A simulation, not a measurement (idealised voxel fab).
You're looking at the process module voxel wiring stack.
FYI the section here is cut, 265 nm wide, cells are 5 nm squares.
We lay out every cross-section as a grid of square cells and spell it out in bands from the top down, where one band means one or more rows of cells. Top height, bottom height, nm. Materials left to right, width each, nm. Single material + "all across" = fills band edge to edge. "blank" = empty. Note: height 0 marks the level under which the wafer is uniformly one material as received. Lowest band unbounded below, written "from 0 down". A width such as "30 to 40" changes by the same amount from each row of cells to the next, from the band's top row to its bottom row. Step marked "nothing altered"? Then no cell in the cross-section changed in it. "Trapped void list" lists enclosed empty spaces (at least 8 cells, no open path upward to the top), each as width x height at distance from the left edge, in nm. Anything after a step's settings on that line? It's the simulator's own note about the step. overlay nm: right-of-plan distance of the mask on a masked step; negative values mean left-of-plan.
THE FOLLOWING LIST GIVES THE PLANNED PROCESS STEPS
1 RECEIVE with material Si
2 CONFORMAL_DEP with material SiO2, thk nm 10
3 CONFORMAL_DEP with material SiN, thk nm 5
4 DIRECTIONAL_DEP with material lowk, thk nm 25
5 MASKED_ETCH with tone open, mask id METAL_1, width nm 20, pitch nm 40, etch materials lowk, depth nm 25, overlay nm 0
6 MASKED_ETCH with tone open, mask id METAL_1, width nm 20, pitch nm 40, etch materials SiN, depth nm 5, overlay nm 0
7 CONFORMAL_DEP with material TiN, thk nm 5
8 FILL_DEP with material W, thk nm 10
9 CMP with height nm 40
10 CONFORMAL_DEP with material SiCN, thk nm 5
11 DIRECTIONAL_DEP with material lowk, thk nm 20
12 PATTERN with tone open, mask id PLUG_1, material resist, width nm 15, thk nm 20, overlay nm 0
13 DIRECTIONAL_ETCH with etch materials lowk, depth nm 20
14 DIRECTIONAL_ETCH with etch materials SiCN, depth nm 5
15 STRIP with etch materials resist
16 EPI with material Ru, thk nm 10
17 EPI with material Ru, thk nm 10
18 EPI with material Ru, thk nm 5
19 DIRECTIONAL_DEP with material TiN, thk nm 5
20 DIRECTIONAL_DEP with material Ru, thk nm 15
21 PATTERN with tone cover, mask id METAL_2, material resist, width nm 20, pitch nm 40, thk nm 15, overlay nm 0
22 DIRECTIONAL_ETCH with etch materials Ru, depth nm 15
23 DIRECTIONAL_ETCH with etch materials TiN, depth nm 5
24 STRIP with etch materials resist
25 CONFORMAL_DEP with material SiN, thk nm 5
26 FILL_DEP with material SiO2, thk nm 10
27 CMP with height nm 85
28 CONFORMAL_DEP with material SiCN, thk nm 5
29 DIRECTIONAL_DEP with material lowk, thk nm 15
30 PATTERN with tone open, mask id PLUG_2, material resist, width nm 15, pitch nm 40, thk nm 15, overlay nm 0
31 DIRECTIONAL_ETCH with etch materials lowk, depth nm 15
32 DIRECTIONAL_ETCH with etch materials SiCN, depth nm 5
33 STRIP with etch materials resist
34 EPI with material Ru, thk nm 10
35 EPI with material Ru, thk nm 10
36 DIRECTIONAL_DEP with material TiN, thk nm 5
37 DIRECTIONAL_DEP with material W, thk nm 25
38 DIRECTIONAL_DEP with material aC, thk nm 10
39 PATTERN with tone cover, mask id METAL_3, material resist, width nm 20, pitch nm 40, thk nm 30, overlay nm 0
40 DIRECTIONAL_ETCH with etch materials aC, depth nm 10
41 STRIP with etch materials resist
42 DIRECTIONAL_ETCH with etch materials W, depth nm 25
43 DIRECTIONAL_ETCH with etch materials TiN, depth nm 5
44 STRIP with etch materials aC
45 FILL_DEP with material SiO2, thk nm 10
46 CMP with height nm 135
47 CONFORMAL_DEP with material SiCN, thk nm 5
CROSS-SECTION, INCOMING MATERIAL, AFTER STEP 1
- from 0 down | Si all across
- Trapped void list: none
WAFER CROSS-SECTION AT MODULE END: FIRST OF TWO, RUN TO PLAN
- from 140 to 135 | SiCN all across
- from 135 to 110 | SiO2 100  W 20  SiO2 20  W 20  SiO2 105
- from 110 to 105 | SiO2 100  TiN 20  SiO2 20  TiN 20  SiO2 105
- from 105 to 90 | lowk 100  Ru 15  lowk 25  Ru 15  lowk 110
- from 90 to 85 | SiCN 100  Ru 15  SiCN 25  Ru 15  SiCN 110
- from 85 to 70 | SiO2 95  SiN 5  Ru 20  SiN 5  SiO2 10  SiN 5  Ru 20  SiN 5  SiO2 100
- from 70 to 65 | SiN 100  TiN 20  SiN 20  TiN 20  SiN 105
- from 65 to 45 | lowk 100  Ru 15  lowk 150
- from 45 to 40 | SiCN 100  Ru 15  SiCN 150
- from 40 to 15 | lowk 100  TiN 5  W 10  TiN 5  lowk 20  TiN 5  W 10  TiN 5  lowk 105
- from 15 to 10 | SiN 100  TiN 20  SiN 20  TiN 20  SiN 105
- from 10 to 0 | SiO2 all across
- from 0 down | Si all across
- Trapped void list: none
SECOND WAFER AT THE END: LIKE START, LIKE PLAN, ONE MISTAKE
- from 140 to 135 | SiCN all across
- from 135 to 110 | SiO2 110  W 20  SiO2 20  W 20  SiO2 95
- from 110 to 105 | SiO2 110  TiN 20  SiO2 20  TiN 20  SiO2 95
- from 105 to 90 | lowk 100  Ru 15  lowk 25  Ru 15  lowk 110
- from 90 to 85 | SiCN 100  Ru 15  SiCN 25  Ru 15  SiCN 110
- from 85 to 70 | SiO2 95  SiN 5  Ru 20  SiN 5  SiO2 10  SiN 5  Ru 20  SiN 5  SiO2 100
- from 70 to 65 | SiN 100  TiN 20  SiN 20  TiN 20  SiN 105
- from 65 to 45 | lowk 100  Ru 15  lowk 150
- from 45 to 40 | SiCN 100  Ru 15  SiCN 150
- from 40 to 15 | lowk 100  TiN 5  W 10  TiN 5  lowk 20  TiN 5  W 10  TiN 5  lowk 105
- from 15 to 10 | SiN 100  TiN 20  SiN 20  TiN 20  SiN 105
- from 10 to 0 | SiO2 all across
- from 0 down | Si all across
- Trapped void list: none
What was the processing mistake? step 39 ran as: PATTERN with tone cover, mask id METAL_3, material resist, width nm 20, pitch nm 40, thk nm 30, overlay nm 10
Both wafers, final: cells per material equal; arrangement not.
